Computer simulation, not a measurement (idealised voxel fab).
The document below concerns the process module designated voxel released beams.
Pictured: cross-section cut, 290 nm wide, on a grid of 5 nm square cells.
A cross-section is written here as square cells arranged in a grid, and it is given in bands from the top down, each band taking up one or more rows of cells.
Band entry format. Leading values: height of top, height of bottom, nm. Remainder: materials in left-to-right order, each with its width in nm. Special words: "all across" on a single material, which then fills the band edge to edge; "empty", empty space.
Measure heights from 0. That's the level where, below it, the as-received wafer is all one material. The lowest band is bottomless and extends downward; write it as in "0 down".
So if you see something like "30 to 40" for the width, read it as the top row of the band sitting at the first number and the bottom row at the second, with every row in between moving by the same amount as the last.
Key: "identical to before" - step with no changed cell in the cross-section.
Under "Closed void listing" you'll find the enclosed gaps, the ones with no way out to the top, that are 8 cells or bigger; each reads width x height at distance, with distance counted from the left edge, everything in nm.
Whatever follows a step's settings on its line is a remark the simulator itself makes about that step.
overlay nm: how far to the right of its planned place the mask lay on this masked step (negative: to the left).
PROCESS STEPS (PLANNED)
1,RECEIVE (material Si)
2,CONFORMAL_DEP (material SiN; thk nm 5)
3,DIRECTIONAL_DEP (material SiO2; thk nm 15)
4,DIRECTIONAL_DEP (material aC; thk nm 10)
5,PATTERN (tone open; mask id ANCHOR; material resist; width nm 35; thk nm 25; overlay nm 0)
6,DIRECTIONAL_ETCH (etch materials aC; depth nm 10)
7,STRIP (etch materials resist)
8,DIRECTIONAL_ETCH (etch materials SiO2; depth nm 15)
9,STRIP (etch materials aC)
10,CONFORMAL_DEP (material TiN; thk nm 15)
11,PATTERN (tone cover; mask id BEAM; material resist; width nm 95; thk nm 20; overlay nm 0)
12,DIRECTIONAL_ETCH (etch materials TiN; depth nm 15)
13,STRIP (etch materials resist)
14,STRIP (etch materials SiO2)
WAFER, FIRST OF TWO, RUN AS PLANNED
CROSS-SECTION OF THE WAFER AS IT CAME TO US, I.E., ALREADY THROUGH STEP 1
	0 down: Si all across
	Closed void listing: none
CROSS-SECTION OF THE WAFER SUBSEQUENT TO STEP 2
	5 to 0: SiN all across
	below 0: unchanged
CROSS-SECTION OF THE WAFER SUBSEQUENT TO STEP 3
	20 to 5: SiO2 all across
	below 5: unchanged
CROSS-SECTION OF THE WAFER SUBSEQUENT TO STEP 4
	30 to 20: aC all across
	below 20: unchanged
CROSS-SECTION OF THE WAFER SUBSEQUENT TO STEP 5
	55 to 30: 100 nm resist / 35 nm empty / 155 nm resist
	below 30: unchanged
CROSS-SECTION OF THE WAFER SUBSEQUENT TO STEP 6
	45 to 30: 100 nm resist / 35 nm empty / 155 nm resist
	30 to 20: 100 nm aC / 35 nm empty / 155 nm aC
	below 20: unchanged
CROSS-SECTION OF THE WAFER SUBSEQUENT TO STEP 7
	30 to 20: 100 nm aC / 35 nm empty / 155 nm aC
	below 20: unchanged
CROSS-SECTION OF THE WAFER SUBSEQUENT TO STEP 8
	30 to 20: 100 nm aC / 35 nm empty / 155 nm aC
	20 to 5: 100 nm SiO2 / 35 nm empty / 155 nm SiO2
	below 5: unchanged
CROSS-SECTION OF THE WAFER SUBSEQUENT TO STEP 9
	20 to 5: 100 nm SiO2 / 35 nm empty / 155 nm SiO2
	below 5: unchanged
CROSS-SECTION OF THE WAFER SUBSEQUENT TO STEP 10
	35 to 20: 115 nm TiN / 5 nm empty / 170 nm TiN
	20 to 5: 100 nm SiO2 / 35 nm TiN / 155 nm SiO2
	below 5: unchanged
CROSS-SECTION OF THE WAFER SUBSEQUENT TO STEP 11
	55 to 35: 95 nm empty / 95 nm resist / 100 nm empty
	35 to 20: 115 nm TiN / 5 nm resist / 170 nm TiN
	below 20: unchanged
CROSS-SECTION OF THE WAFER SUBSEQUENT TO STEP 12
	55 to 35: 95 nm empty / 95 nm resist / 100 nm empty
	35 to 20: 95 nm empty / 20 nm TiN / 5 nm resist / 70 nm TiN / 100 nm empty
	below 20: unchanged
CROSS-SECTION OF THE WAFER SUBSEQUENT TO STEP 13
	35 to 20: 95 nm empty / 20 nm TiN / 5 nm empty / 70 nm TiN / 100 nm empty
	below 20: unchanged
CROSS-SECTION OF THE WAFER SUBSEQUENT TO STEP 14
	35 to 20: 95 nm empty / 20 nm TiN / 5 nm empty / 70 nm TiN / 100 nm empty
	20 to 5: 100 nm empty / 35 nm TiN / 155 nm empty
	below 5: unchanged
SECOND WAFER - SHARED START AND PLAN WITH THE FIRST - ONE ERROR IN RUNNING - SAME AS THE FIRST UP TO STEP 2 INCLUSIVE
SECOND WAFER AT THE PLANNED FINISH OF STEP 3, SEEN IN CROSS-SECTION
	20 to 5: TiN all across
	below 5: unchanged
SECOND WAFER AT THE PLANNED FINISH OF STEP 4, SEEN IN CROSS-SECTION
	30 to 20: aC all across
	below 20: unchanged
SECOND WAFER AT THE PLANNED FINISH OF STEP 5, SEEN IN CROSS-SECTION
	55 to 30: 100 nm resist / 35 nm empty / 155 nm resist
	below 30: unchanged
SECOND WAFER AT THE PLANNED FINISH OF STEP 6, SEEN IN CROSS-SECTION
	45 to 30: 100 nm resist / 35 nm empty / 155 nm resist
	30 to 20: 100 nm aC / 35 nm empty / 155 nm aC
	below 20: unchanged
SECOND WAFER AT THE PLANNED FINISH OF STEP 7, SEEN IN CROSS-SECTION
	30 to 20: 100 nm aC / 35 nm empty / 155 nm aC
	below 20: unchanged
Second wafer at the planned finish of step 8, seen in cross-section: identical to before
SECOND WAFER AT THE PLANNED FINISH OF STEP 9, SEEN IN CROSS-SECTION
	20 to 5: TiN all across
	below 5: unchanged
SECOND WAFER AT THE PLANNED FINISH OF STEP 10, SEEN IN CROSS-SECTION
	35 to 5: TiN all across
	below 5: unchanged
SECOND WAFER AT THE PLANNED FINISH OF STEP 11, SEEN IN CROSS-SECTION
	55 to 35: 95 nm empty / 95 nm resist / 100 nm empty
	below 35: unchanged
SECOND WAFER AT THE PLANNED FINISH OF STEP 12, SEEN IN CROSS-SECTION
	55 to 35: 95 nm empty / 95 nm resist / 100 nm empty
	35 to 20: 95 nm empty / 95 nm TiN / 100 nm empty
	below 20: unchanged
SECOND WAFER AT THE PLANNED FINISH OF STEP 13, SEEN IN CROSS-SECTION
	35 to 20: 95 nm empty / 95 nm TiN / 100 nm empty
	below 20: unchanged
Second wafer at the planned finish of step 14, seen in cross-section: identical to before
Which mistake was made when the wafer was run? it should be noted that step 3 was executed with settings other than those planned, the operation and settings actually applied being DIRECTIONAL_DEP (material TiN; thk nm 15)
Final difference in cells, second wafer against first, listed per material as more or fewer: TiN: 156 more
